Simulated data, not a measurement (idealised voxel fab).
The following is a process module called voxel capacitor over wiring.
Square cells of 5 nm make up the cross-section cut, whose width is 290 nm.
A cross-section is written here as square cells arranged in a grid, and it is given in bands from the top down, each band taking up one or more rows of cells.
Read a band's entry like this: the first values are the height of its top and the height of its bottom in nm, and what follows is the sequence of materials from left to right, each with its width in nm. Note that "air" is empty space, and that a single material marked "everywhere" reaches across the band from edge to edge.
Height is counted from the level 0, under which the received wafer is composed throughout of one material. The lowest of the bands is not closed at the bottom but continues downward, in the notation "0 down".
When a width is written as two numbers, as in "30 to 40", the first number is the width in the top row of cells of the band and the second is the width in its bottom row, and the width changes by the same amount from each row to the next.
The cross-section has no changed cell in any step marked "remained the same".
Empty spaces counting at least 8 cells and having no open way to the top are listed in "Non-vented voids". The notation width x height at distance is used for each, the distance being from the left edge and all three values in nm.
It should be noted that, on the line of a given step, the content following the step's settings is a remark produced by the simulator itself with respect to that step.
Each step line may optionally specify "overlay nm", which for a step with a mask gives the rightward distance between the mask's planned place and where it lay, a negative value indicating the leftward direction.
The planned process steps are enumerated hereunder:
1) RECEIVE,material Si
2) CONFORMAL_DEP,material SiO2,thk nm 10
3) CONFORMAL_DEP,material SiN,thk nm 5
4) DIRECTIONAL_DEP,material SiO2,thk nm 25
5) PATTERN,tone open,mask id METAL_1,material resist,width nm 20,pitch nm 75,thk nm 15,overlay nm 0
6) DIRECTIONAL_ETCH,etch materials SiO2,depth nm 25
7) DIRECTIONAL_ETCH,etch materials SiN,depth nm 5
8) STRIP,etch materials resist
9) CONFORMAL_DEP,material TiN,thk nm 5
10) FILL_DEP,material Cu,thk nm 5
11) CMP,height nm 40
12) CONFORMAL_DEP,material SiCN,thk nm 5
13) DIRECTIONAL_DEP,material SiO2,thk nm 15
14) DIRECTIONAL_DEP,material aC,thk nm 15
15) PATTERN,tone open,mask id PLUG_1,material resist,width nm 15,thk nm 35,overlay nm 0
16) DIRECTIONAL_ETCH,etch materials aC,depth nm 15
17) STRIP,etch materials resist
18) DIRECTIONAL_ETCH,etch materials SiO2,depth nm 15
19) DIRECTIONAL_ETCH,etch materials SiCN,depth nm 5
20) STRIP,etch materials aC
21) EPI,material Ru,thk nm 10
22) EPI,material Ru,thk nm 10
23) DIRECTIONAL_DEP,material TiN,thk nm 5
24) DIRECTIONAL_DEP,material Al2O3,thk nm 5
25) DIRECTIONAL_DEP,material TiN,thk nm 5
26) MASKED_ETCH,tone cover,mask id UPPER_PLATE,width nm 60,etch materials TiN,depth nm 5,overlay nm 0
27) MASKED_ETCH,tone cover,mask id UPPER_PLATE,width nm 60,etch materials Al2O3,depth nm 5,overlay nm 0
28) MASKED_ETCH,tone cover,mask id LOWER_PLATE,width nm 70,etch materials TiN,depth nm 5,overlay nm 0
29) FILL_DEP,material SiO2,thk nm 15
30) CMP,height nm 85
31) PATTERN,tone open,mask id PLUG_2,material resist,width nm 15,thk nm 20,overlay nm 0
32) DIRECTIONAL_ETCH,etch materials SiO2,depth nm 10
33) STRIP,etch materials resist
34) CONFORMAL_DEP,material TiN,thk nm 5
35) FILL_DEP,material Ru,thk nm 5
36) CMP,height nm 85
37) CONFORMAL_DEP,material SiCN,thk nm 5
Incoming wafer in cross-section (state: after step 1):
	0 down  Si everywhere
	Non-vented voids: none
The first of two wafers, cross-sectioned at the end of the module, with the run proceeding as planned:
	90 to 85  SiCN everywhere
	85 to 80  110 of SiO2 / 5 of TiN / 5 of Ru / 5 of TiN / 165 of SiO2
	80 to 70  110 to 100 of SiO2 / 15 to 60 of TiN / 165 to 130 of SiO2
	70 to 65  100 of SiO2 / 60 of Al2O3 / 130 of SiO2
	65 to 60  95 of SiO2 / 70 of TiN / 125 of SiO2
	60 to 45  100 of SiO2 / 15 of Ru / 175 of SiO2
	45 to 40  100 of SiCN / 15 of Ru / 175 of SiCN
	40 to 15  95 of SiO2 / 5 of TiN / 10 of Cu / 5 of TiN / 55 of SiO2 / 5 of TiN / 10 of Cu / 5 of TiN / 100 of SiO2
	15 to 10  95 of SiN / 20 of TiN / 55 of SiN / 20 of TiN / 100 of SiN
	10 to 0  SiO2 everywhere
	0 down  Si everywhere
	Non-vented voids: none
Cross-section at end of module for the second wafer of two, which matched the first in starting point and plan and differed by one mistake in its processing:
	90 to 85  SiCN everywhere
	85 to 80  110 of SiO2 / 5 of TiN / 5 of Ru / 5 of TiN / 165 of SiO2
	80 to 70  110 to 100 of SiO2 / 15 to 60 of TiN / 165 to 130 of SiO2
	70 to 65  100 of SiO2 / 60 of Al2O3 / 130 of SiO2
	65 to 60  95 of SiO2 / 70 of TiN / 125 of SiO2
	60 to 45  100 of SiO2 / 15 of Ru / 175 of SiO2
	45 to 40  100 of SiCN / 15 of Ru / 175 of SiCN
	40 to 15  95 of SiO2 / 5 of TiN / 15 of Cu / 5 of TiN / 50 of SiO2 / 5 of TiN / 15 of Cu / 5 of TiN / 95 of SiO2
	15 to 10  95 of SiN / 25 of TiN / 50 of SiN / 25 of TiN / 95 of SiN
	10 to 0  SiO2 everywhere
	0 down  Si everywhere
	Non-vented voids: none
Want to know what went wrong? so step 5 ended up running with a different setting than we planned, it ran as PATTERN,tone open,mask id METAL_1,material resist,width nm 25,pitch nm 75,thk nm 15,overlay nm 0
Final tally in cells, some materials are higher or lower on the second wafer than on the first: +10 Cu | -2 SiN | -10 SiO2 | +2 TiN
